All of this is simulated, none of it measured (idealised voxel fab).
process module | voxel wiring stack
cross-section cut | 235 nm wide | cells 5 nm
A cross-section is a grid of square cells, given in bands from the top down. A band is one or more rows of cells.
Each band's line starts with the height of the band's top and of its bottom, in nm. Then come its materials from left to right, each with its width in nm. One material with "throughout" fills the band from edge to edge. "air" is empty space.
Height 0 is the level under which the wafer as received is all one material. The lowest band goes on downwards, as in "0 down".
A width such as "30 to 40" changes by the same amount from each row of cells to the next, from the band's top row to its bottom row.
"no change" after a step means that no cell of the cross-section changed.
closed voids: empty space of 8 cells or more with no open way to the top, each as width x height at its distance from the left edge, in nm
after a step's settings: what the simulator itself notes on the step
overlay nm, on a step with a mask: how far to the right of its planned place the mask lay; to the left if negative
plan
1 op RECEIVE | material Si
2 op CONFORMAL_DEP | material SiO2 | thk nm 10
3 op CONFORMAL_DEP | material SiCN | thk nm 5
4 op DIRECTIONAL_DEP | material lowk | thk nm 20
5 op DIRECTIONAL_DEP | material aC | thk nm 10
6 op PATTERN | tone open | mask id METAL_1 | material resist | width nm 20 | pitch nm 40 | thk nm 30 | overlay nm 0
7 op DIRECTIONAL_ETCH | etch materials aC | depth nm 10
8 op STRIP | etch materials resist
9 op DIRECTIONAL_ETCH | etch materials lowk | depth nm 20
10 op DIRECTIONAL_ETCH | etch materials SiCN | depth nm 5
11 op STRIP | etch materials aC
12 op CONFORMAL_DEP | material TiN | thk nm 5
13 op FILL_DEP | material Cu | thk nm 5
14 op CMP | height nm 35
15 op CONFORMAL_DEP | material SiCN | thk nm 5
16 op DIRECTIONAL_DEP | material lowk | thk nm 30
17 op MASKED_ETCH | tone open | mask id METAL_2_HOLES | width nm 15 | pitch nm 40 | etch materials lowk | depth nm 30 | overlay nm 0
18 op MASKED_ETCH | tone open | mask id METAL_2 | width nm 20 | pitch nm 40 | etch materials lowk | depth nm 20 | overlay nm 0
19 op MASKED_ETCH | tone open | mask id METAL_2 | width nm 20 | pitch nm 40 | etch materials SiCN | depth nm 5 | overlay nm 0
20 op CONFORMAL_DEP | material TiN | thk nm 5
21 op FILL_DEP | material Ru | thk nm 10
22 op CMP | height nm 70
23 op CONFORMAL_DEP | material SiCN | thk nm 5
as received, after step 1
  0 down: Si throughout
  closed voids: none
a wafer at the end: this start, this plan, one mistake
  75 to 70: SiCN throughout
  70 to 55: lowk 85 | TiN 5 | Ru 10 | TiN 5 | lowk 20 | TiN 5 | Ru 10 | TiN 5 | lowk 90
  55 to 50: lowk 85 | TiN 5 | Ru 5 | TiN 10 | lowk 20 | TiN 5 | Ru 5 | TiN 10 | lowk 90
  50 to 40: lowk 85 | TiN 5 | Ru 5 | TiN 5 | lowk 25 | TiN 5 | Ru 5 | TiN 5 | lowk 95
  40 to 30: SiCN 85 | TiN 15 to 20 | SiCN 25 to 20 | TiN 15 to 20 | SiCN 95 to 90
  30 to 10: lowk throughout
  10 to 0: SiO2 throughout
  0 down: Si throughout
  closed voids: none
what went wrong: steps 3 and 4 were swapped
